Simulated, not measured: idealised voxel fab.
A process module follows: voxel fin reveal.
Cross-sectional view cut (width: 155 nm; square cell size: 5 nm).
Heads up, the way a cross-section reads in here is a grid of square cells, handed over as bands from the top down, with every band being one or more rows of cells. What a band's entry tells you: where the top is and where the bottom is, as heights in nm, and after that what lies inside, material by material from left to right, each with its width in nm. Empty space is written as the word "blank", and a single material marked with the word "everywhere" occupies the band from edge to edge. Heights are measured from 0, the level below which the as-received wafer is all one material; the lowest band has no bottom and continues downward, written as in "0 down". The width entry "30..40" should be interpreted row by row: the top row of cells in the band takes the first number, the bottom row takes the second number, and the change between adjacent rows is uniform throughout. Key: "remained the same" - step with no changed cell in the cross-section. Reported under the label "Closed void register" are the empty spaces having no open way to the top and comprising 8 cells or more; the notation for each is width x height at distance, in which the distance is measured from the left edge and all three values are in nm. Past the settings on a step's line: simulator remark, on that step. "overlay nm" denotes, for a step that has a mask, the displacement of the mask to the right of its planned place, with negative values corresponding to the left.
The planned process steps are enumerated hereunder:
1) RECEIVE | material Si
2) CONFORMAL_DEP | material SiN | thk nm 10
3) MASKED_ETCH | tone cover | mask id FINS | width nm 15 | pitch nm 35 | etch materials SiN | depth nm 10 | overlay nm 0
4) MASKED_ETCH | tone cover | mask id FINS | width nm 15 | pitch nm 35 | etch materials Si | depth nm 30 | overlay nm 0
5) OXIDIZE | depth nm 5
6) FILL_DEP | material SiO2 | thk nm 15
7) CMP | height nm 10
8) SELECTIVE_ETCH | etch materials SiO2 | depth nm 25
9) STRIP | etch materials SiN
On the first of the two wafers: run conducted according to plan:
Delivered wafer in cross-section: state after step 1:
- 0 down | Si everywhere
- Closed void register: none
Cross-section through the wafer, step 2 finished:
- 10 to 0 | SiN everywhere
- Note: structure below 0 unchanged.
Cross-section through the wafer, step 3 finished:
- 10 to 0 | 35 of blank  15 of SiN  20 of blank  15 of SiN  20 of blank  15 of SiN  35 of blank
- Note: structure below 0 unchanged.
Cross-section through the wafer, step 4 finished:
- 10 to 0 | 35 of blank  15 of SiN  20 of blank  15 of SiN  20 of blank  15 of SiN  35 of blank
- 0 to -30 | 35 of blank  15 of Si  20 of blank  15 of Si  20 of blank  15 of Si  35 of blank
- Note: structure below -30 unchanged.
Cross-section through the wafer, step 5 finished:
- 10 to 0 | 35 of blank  15 of SiN  20 of blank  15 of SiN  20 of blank  15 of SiN  35 of blank
- 0 to -30 | 35 of blank  5 of SiO2  5 of Si  5 of SiO2  20 of blank  5 of SiO2  5 of Si  5 of SiO2  20 of blank  5 of SiO2  5 of Si  5 of SiO2  35 of blank
- -30 to -35 | 40 of SiO2  5 of Si  30 of SiO2  5 of Si  30 of SiO2  5 of Si  40 of SiO2
- Note: structure below -35 unchanged.
Cross-section through the wafer, step 6 finished:
- 25 to 10 | SiO2 everywhere
- 10 to 0 | 35 of SiO2  15 of SiN  20 of SiO2  15 of SiN  20 of SiO2  15 of SiN  35 of SiO2
- 0 to -35 | 40 of SiO2  5 of Si  30 of SiO2  5 of Si  30 of SiO2  5 of Si  40 of SiO2
- Note: structure below -35 unchanged.
Cross-section through the wafer, step 7 finished:
- 10 to 0 | 35 of SiO2  15 of SiN  20 of SiO2  15 of SiN  20 of SiO2  15 of SiN  35 of SiO2
- Note: structure below 0 unchanged.
Cross-section through the wafer, step 8 finished:
- 10 to 0 | 35 of blank  15 of SiN  20 of blank  15 of SiN  20 of blank  15 of SiN  35 of blank
- 0 to -15 | 40 of blank  5 of Si  30 of blank  5 of Si  30 of blank  5 of Si  40 of blank
- Note: structure below -15 unchanged.
Cross-section through the wafer, step 9 finished:
- 0 to -15 | 40 of blank  5 of Si  30 of blank  5 of Si  30 of blank  5 of Si  40 of blank
- Note: structure below -15 unchanged.
Second wafer, same starting state and plan as the first, one mistake in the run, identical through step 7:
The second wafer in cross-section, at the planned close of step 8:
- 10 to 0 | 35 of SiO2  15 of blank  20 of SiO2  15 of blank  20 of SiO2  15 of blank  35 of SiO2
- Note: structure below 0 unchanged.
The second wafer in cross-section, at the planned close of step 9:
- 0 to -15 | 40 of blank  5 of Si  30 of blank  5 of Si  30 of blank  5 of Si  40 of blank
- -15 to -25 | 10 of SiO2  30 of blank  5 of Si  30 of blank  5 of Si  30 of blank  5 of Si  30 of blank  10 of SiO2
- Note: structure below -25 unchanged.
The plan and the run diverged here: plan vs actual: 8 and 9 interchanged
Materials where the second wafer ends with more or fewer cells than the first: SiO2 -48
